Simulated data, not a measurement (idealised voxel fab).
Process module in this document: voxel plated lines
Cross-section cut spans 235 nm and uses square cells 5 nm in size.
We lay out every cross-section as a grid of square cells and spell it out in bands from the top down, where one band means one or more rows of cells. Band: top and bottom heights (nm) first, top before bottom; then materials from left to right, widths in nm. "all across" marks a sole material filling the band edge to edge. "air" denotes empty space. The level at which height equals 0 is the one under which the wafer, as it arrives, is entirely one material. No lower edge exists for the bottom band, which continues downward and is notated as in "0 nm and below". Width "30 to 40": first value at the band's top row of cells, second value at its bottom row, equal change from row to row. Step marked "no change"? Then no cell in the cross-section changed in it. Reported under the label "Sealed cavities" are the empty spaces having no open way to the top and comprising 8 cells or more; the notation for each is width x height at distance, in which the distance is measured from the left edge and all three values are in nm. Heads up: the bit after the settings on a step's line is the simulator's remark on that step. On any step carrying a mask, the "overlay nm" setting, if present on the step's line, tells how far right of its planned place the mask lay; negative values point to the left.

PROCESS STEPS FORESEEN IN THE PLAN
1: RECEIVE: material Si
2: CONFORMAL_DEP: material Al2O3, thk nm 5
3: DIRECTIONAL_DEP: material TiN, thk nm 5
4: PATTERN: tone open, mask id LINES, material resist, width nm 25, pitch nm 55, thk nm 30, overlay nm 0
5: EPI: material Ru, thk nm 5
6: EPI: material Ru, thk nm 5
7: STRIP: etch materials resist
8: DIRECTIONAL_ETCH: etch materials TiN, depth nm 5
9: CONFORMAL_DEP: material SiN, thk nm 10

WAFER, FIRST OF TWO, RUN AS PLANNED

WAFER CROSS-SECTION ON RECEIPT, I.E. AFTER STEP 1
  0 nm and below | Si all across
  Sealed cavities: none

AFTER STEP 2, IN CROSS-SECTION
  5 nm to 0 nm | Al2O3 all across
  Whatever lies below 0 is exactly as it was before.

AFTER STEP 3, IN CROSS-SECTION
  10 nm to 5 nm | TiN all across
  Whatever lies below 5 is exactly as it was before.

AFTER STEP 4, IN CROSS-SECTION
  40 nm to 10 nm | 20 resist; 25 air; 30 resist; 25 air; 30 resist; 25 air; 30 resist; 25 air; 25 resist
  Whatever lies below 10 is exactly as it was before.

AFTER STEP 5, IN CROSS-SECTION
  40 nm to 15 nm | 20 resist; 25 air; 30 resist; 25 air; 30 resist; 25 air; 30 resist; 25 air; 25 resist
  15 nm to 10 nm | 20 resist; 25 Ru; 30 resist; 25 Ru; 30 resist; 25 Ru; 30 resist; 25 Ru; 25 resist
  Whatever lies below 10 is exactly as it was before.

AFTER STEP 6, IN CROSS-SECTION
  40 nm to 20 nm | 20 resist; 25 air; 30 resist; 25 air; 30 resist; 25 air; 30 resist; 25 air; 25 resist
  20 nm to 10 nm | 20 resist; 25 Ru; 30 resist; 25 Ru; 30 resist; 25 Ru; 30 resist; 25 Ru; 25 resist
  Whatever lies below 10 is exactly as it was before.

AFTER STEP 7, IN CROSS-SECTION
  20 nm to 10 nm | 20 air; 25 Ru; 30 air; 25 Ru; 30 air; 25 Ru; 30 air; 25 Ru; 25 air
  Whatever lies below 10 is exactly as it was before.

AFTER STEP 8, IN CROSS-SECTION
  20 nm to 10 nm | 20 air; 25 Ru; 30 air; 25 Ru; 30 air; 25 Ru; 30 air; 25 Ru; 25 air
  10 nm to 5 nm | 20 air; 25 TiN; 30 air; 25 TiN; 30 air; 25 TiN; 30 air; 25 TiN; 25 air
  Whatever lies below 5 is exactly as it was before.

AFTER STEP 9, IN CROSS-SECTION
  30 nm to 20 nm | 10 air; 45 SiN; 10 air; 45 SiN; 10 air; 45 SiN; 10 air; 45 SiN; 15 air
  20 nm to 15 nm | 10 air; 10 SiN; 25 Ru; 10 SiN; 10 air; 10 SiN; 25 Ru; 10 SiN; 10 air; 10 SiN; 25 Ru; 10 SiN; 10 air; 10 SiN; 25 Ru; 10 SiN; 15 air
  15 nm to 10 nm | 20 SiN; 25 Ru; 30 SiN; 25 Ru; 30 SiN; 25 Ru; 30 SiN; 25 Ru; 25 SiN
  10 nm to 5 nm | 20 SiN; 25 TiN; 30 SiN; 25 TiN; 30 SiN; 25 TiN; 30 SiN; 25 TiN; 25 SiN
  Whatever lies below 5 is exactly as it was before.

SECOND WAFER. START AND PLAN AS FOR THE FIRST. ONE MISTAKE MADE IN RUNNING. AGREES WITH THE FIRST UP TO AND INCLUDING STEP 3

CROSS-SECTION, SECOND WAFER, AT THE END TIME THE PLAN GIVES FOR STEP 4
  40 nm to 10 nm | 15 resist; 25 air; 30 resist; 25 air; 30 resist; 25 air; 30 resist; 25 air; 30 resist
  Whatever lies below 10 is exactly as it was before.

CROSS-SECTION, SECOND WAFER, AT THE END TIME THE PLAN GIVES FOR STEP 5
  40 nm to 15 nm | 15 resist; 25 air; 30 resist; 25 air; 30 resist; 25 air; 30 resist; 25 air; 30 resist
  15 nm to 10 nm | 15 resist; 25 Ru; 30 resist; 25 Ru; 30 resist; 25 Ru; 30 resist; 25 Ru; 30 resist
  Whatever lies below 10 is exactly as it was before.

CROSS-SECTION, SECOND WAFER, AT THE END TIME THE PLAN GIVES FOR STEP 6
  40 nm to 20 nm | 15 resist; 25 air; 30 resist; 25 air; 30 resist; 25 air; 30 resist; 25 air; 30 resist
  20 nm to 10 nm | 15 resist; 25 Ru; 30 resist; 25 Ru; 30 resist; 25 Ru; 30 resist; 25 Ru; 30 resist
  Whatever lies below 10 is exactly as it was before.

CROSS-SECTION, SECOND WAFER, AT THE END TIME THE PLAN GIVES FOR STEP 7
  20 nm to 10 nm | 15 air; 25 Ru; 30 air; 25 Ru; 30 air; 25 Ru; 30 air; 25 Ru; 30 air
  Whatever lies below 10 is exactly as it was before.

CROSS-SECTION, SECOND WAFER, AT THE END TIME THE PLAN GIVES FOR STEP 8
  20 nm to 10 nm | 15 air; 25 Ru; 30 air; 25 Ru; 30 air; 25 Ru; 30 air; 25 Ru; 30 air
  10 nm to 5 nm | 15 air; 25 TiN; 30 air; 25 TiN; 30 air; 25 TiN; 30 air; 25 TiN; 30 air
  Whatever lies below 5 is exactly as it was before.

CROSS-SECTION, SECOND WAFER, AT THE END TIME THE PLAN GIVES FOR STEP 9
  30 nm to 20 nm | 5 air; 45 SiN; 10 air; 45 SiN; 10 air; 45 SiN; 10 air; 45 SiN; 20 air
  20 nm to 15 nm | 5 air; 10 SiN; 25 Ru; 10 SiN; 10 air; 10 SiN; 25 Ru; 10 SiN; 10 air; 10 SiN; 25 Ru; 10 SiN; 10 air; 10 SiN; 25 Ru; 10 SiN; 20 air
  15 nm to 10 nm | 15 SiN; 25 Ru; 30 SiN; 25 Ru; 30 SiN; 25 Ru; 30 SiN; 25 Ru; 30 SiN
  10 nm to 5 nm | 15 SiN; 25 TiN; 30 SiN; 25 TiN; 30 SiN; 25 TiN; 30 SiN; 25 TiN; 30 SiN
  Whatever lies below 5 is exactly as it was before.
Diagnosis: step 4 did not use the planned setting and instead ran as PATTERN: tone open, mask id LINES, material resist, width nm 25, pitch nm 55, thk nm 30, overlay nm -5
Comparing end states, the material composition by cell count is preserved from the first wafer to the second, while the locations of the cells are not.
